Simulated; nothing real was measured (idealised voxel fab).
process module | voxel transistor to metal
cross-section cut | 145 nm wide | cells 5 nm
A cross-section is a grid of square cells, given in bands from the top down. A band is one or more rows of cells.
Each band's line starts with the height of the band's top and of its bottom, in nm. Then come its materials from left to right, each with its width in nm. One material with "throughout" fills the band from edge to edge. "air" is empty space.
Height 0 is the level under which the wafer as received is all one material. The lowest band goes on downwards, as in "0 down".
A width such as "30 to 40" changes by the same amount from each row of cells to the next, from the band's top row to its bottom row.
"no change" after a step means that no cell of the cross-section changed.
closed voids: empty space of 8 cells or more with no open way to the top, each as width x height at its distance from the left edge, in nm
after a step's settings: what the simulator itself notes on the step
overlay nm, on a step with a mask: how far to the right of its planned place the mask lay; to the left if negative
plan
1 op RECEIVE | material Si
2 op OXIDIZE | depth nm 5
3 op CONFORMAL_DEP | material SiN | thk nm 10
4 op DIRECTIONAL_DEP | material aC | thk nm 10
5 op PATTERN | tone cover | mask id ACTIVE | material resist | width nm 115 | thk nm 25 | overlay nm 0
6 op DIRECTIONAL_ETCH | etch materials aC | depth nm 10
7 op STRIP | etch materials resist
8 op DIRECTIONAL_ETCH | etch materials SiN | depth nm 10
9 op DIRECTIONAL_ETCH | etch materials SiO2 | depth nm 5
10 op DIRECTIONAL_ETCH | etch materials Si | depth nm 20
11 op STRIP | etch materials aC
12 op FILL_DEP | material SiO2 | thk nm 5
13 op CMP | height nm 10
14 op SELECTIVE_ETCH | etch materials SiO2 | depth nm 5
15 op STRIP | etch materials SiN
16 op SELECTIVE_ETCH | etch materials SiO2 | depth nm 5
17 op OXIDIZE | depth nm 5
18 op DIRECTIONAL_DEP | material polySi | thk nm 30
19 op DIRECTIONAL_DEP | material SiCN | thk nm 15
20 op PATTERN | tone cover | mask id GATE | material resist | width nm 25 | thk nm 20 | overlay nm 0
21 op DIRECTIONAL_ETCH | etch materials SiCN | depth nm 25
22 op DIRECTIONAL_ETCH | etch materials polySi | depth nm 40
23 op STRIP | etch materials resist
24 op CONFORMAL_DEP | material SiN | thk nm 5
25 op DIRECTIONAL_ETCH | etch materials SiN | depth nm 5
26 op DIRECTIONAL_ETCH | etch materials SiO2 | depth nm 5
27 op DIRECTIONAL_ETCH | etch materials Si | depth nm 10
28 op EPI | material pSi | thk nm 10
29 op FILL_DEP | material SiO2 | thk nm 5
30 op CMP | height nm 25
31 op STRIP | etch materials polySi
32 op SELECTIVE_ETCH | etch materials SiO2 | depth nm 5
33 op CONFORMAL_DEP | material HfO2 | thk nm 5
34 op CONFORMAL_DEP | material TiN | thk nm 5
35 op FILL_DEP | material W | thk nm 10
36 op CMP | height nm 20
37 op DIRECTIONAL_DEP | material SiO2 | thk nm 15
38 op DIRECTIONAL_DEP | material aC | thk nm 15
39 op PATTERN | tone open | mask id CONTACT | material resist | width nm 20 | pitch nm 75 | thk nm 35 | overlay nm 0
40 op DIRECTIONAL_ETCH | etch materials aC | depth nm 15
41 op STRIP | etch materials resist
42 op DIRECTIONAL_ETCH | etch materials SiO2 | depth nm 45
43 op STRIP | etch materials aC
44 op CONFORMAL_DEP | material TiN | thk nm 5
45 op FILL_DEP | material W | thk nm 10
46 op CMP | height nm 35
47 op CONFORMAL_DEP | material SiCN | thk nm 5
48 op DIRECTIONAL_DEP | material lowk | thk nm 15
49 op MASKED_ETCH | tone open | mask id METAL_1 | width nm 20 | pitch nm 75 | etch materials lowk | depth nm 15 | overlay nm 0
50 op MASKED_ETCH | tone open | mask id METAL_1 | width nm 20 | pitch nm 75 | etch materials SiCN | depth nm 5 | overlay nm 0
51 op CONFORMAL_DEP | material TiN | thk nm 5
52 op FILL_DEP | material Ru | thk nm 10
53 op CMP | height nm 55
54 op EPI | material Ru | thk nm 5
55 op FILL_DEP | material SiCN | thk nm 5
as received, after step 1
  0 down: Si throughout
  closed voids: none
first wafer at the end, as planned
  65 to 60: SiCN throughout
  60 to 55: SiCN 20 | Ru 30 | SiCN 45 | Ru 30 | SiCN 20
  55 to 40: lowk 25 | TiN 5 | Ru 10 | TiN 5 | lowk 55 | TiN 5 | Ru 10 | TiN 5 | lowk 25
  40 to 35: SiCN 25 | TiN 20 | SiCN 55 | TiN 20 | SiCN 25
  35 to 20: SiO2 25 | TiN 5 | W 10 | TiN 5 | SiO2 55 | TiN 5 | W 10 | TiN 5 | SiO2 25
  20 to 0: SiO2 25 | TiN 5 | W 10 | TiN 5 | SiO2 10 | SiN 5 | HfO2 5 | TiN 5 | W 5 | TiN 5 | HfO2 5 | SiN 5 | SiO2 10 | TiN 5 | W 10 | TiN 5 | SiO2 25
  0 to -5: SiO2 10 | SiN 5 | SiO2 10 | TiN 5 | W 10 | TiN 5 | pSi 10 | SiN 5 | HfO2 5 | TiN 15 | HfO2 5 | SiN 5 | pSi 10 | TiN 5 | W 10 | TiN 5 | SiO2 10 | SiN 5 | SiO2 10
  -5 to -10: SiO2 25 | TiN 20 | pSi 10 | HfO2 35 | pSi 10 | TiN 20 | SiO2 25
  -10 to -20: SiO2 15 | pSi 40 | Si 35 | pSi 40 | SiO2 15
  -20 to -25: SiO2 15 | Si 115 | SiO2 15
  -25 down: Si throughout
  closed voids: none
second wafer at the end: like start, like plan, one mistake
  65 to 60: SiCN throughout
  60 to 55: SiCN 20 | Ru 30 | SiCN 45 | Ru 30 | SiCN 20
  55 to 40: lowk 25 | TiN 5 | Ru 10 | TiN 5 | lowk 55 | TiN 5 | Ru 10 | TiN 5 | lowk 25
  40 to 35: SiCN 25 | TiN 20 | SiCN 55 | TiN 20 | SiCN 25
  35 to 20: SiO2 25 | TiN 5 | W 10 | TiN 5 | SiO2 55 | TiN 5 | W 10 | TiN 5 | SiO2 25
  20 to 5: SiO2 25 | TiN 5 | W 10 | TiN 5 | SiO2 10 | SiN 5 | HfO2 5 | TiN 5 | W 10 | TiN 5 | HfO2 5 | SiN 5 | SiO2 5 | TiN 5 | W 10 | TiN 5 | SiO2 25
  5 to 0: SiO2 25 | TiN 5 | W 10 | TiN 5 | SiO2 10 | SiN 5 | HfO2 5 | TiN 5 | W 10 | TiN 5 | HfO2 5 | SiN 5 | SiO2 5 | TiN 10 | W 5 | TiN 5 | SiO2 25
  0 to -5: SiO2 10 | SiN 5 | SiO2 10 | TiN 5 | W 10 | TiN 5 | pSi 10 | SiN 5 | HfO2 5 | TiN 20 | HfO2 5 | SiN 5 | pSi 10 | TiN 5 | W 5 | TiN 5 | SiO2 10 | SiN 5 | SiO2 10
  -5 to -10: SiO2 25 | TiN 20 | pSi 10 | HfO2 40 | pSi 10 | TiN 15 | SiO2 25
  -10 to -20: SiO2 15 | pSi 40 | Si 40 | pSi 35 | SiO2 15
  -20 to -25: SiO2 15 | Si 115 | SiO2 15
  -25 down: Si throughout
  closed voids: none
what went wrong: step 20 ran as: op PATTERN | tone cover | mask id GATE | material resist | width nm 30 | thk nm 20 | overlay nm 0
at the end the second wafer has, in cells: 1 more of HfO2 | 2 more of Si | 4 fewer of SiO2 | 1 more of TiN | 2 more of W | 2 fewer of pSi
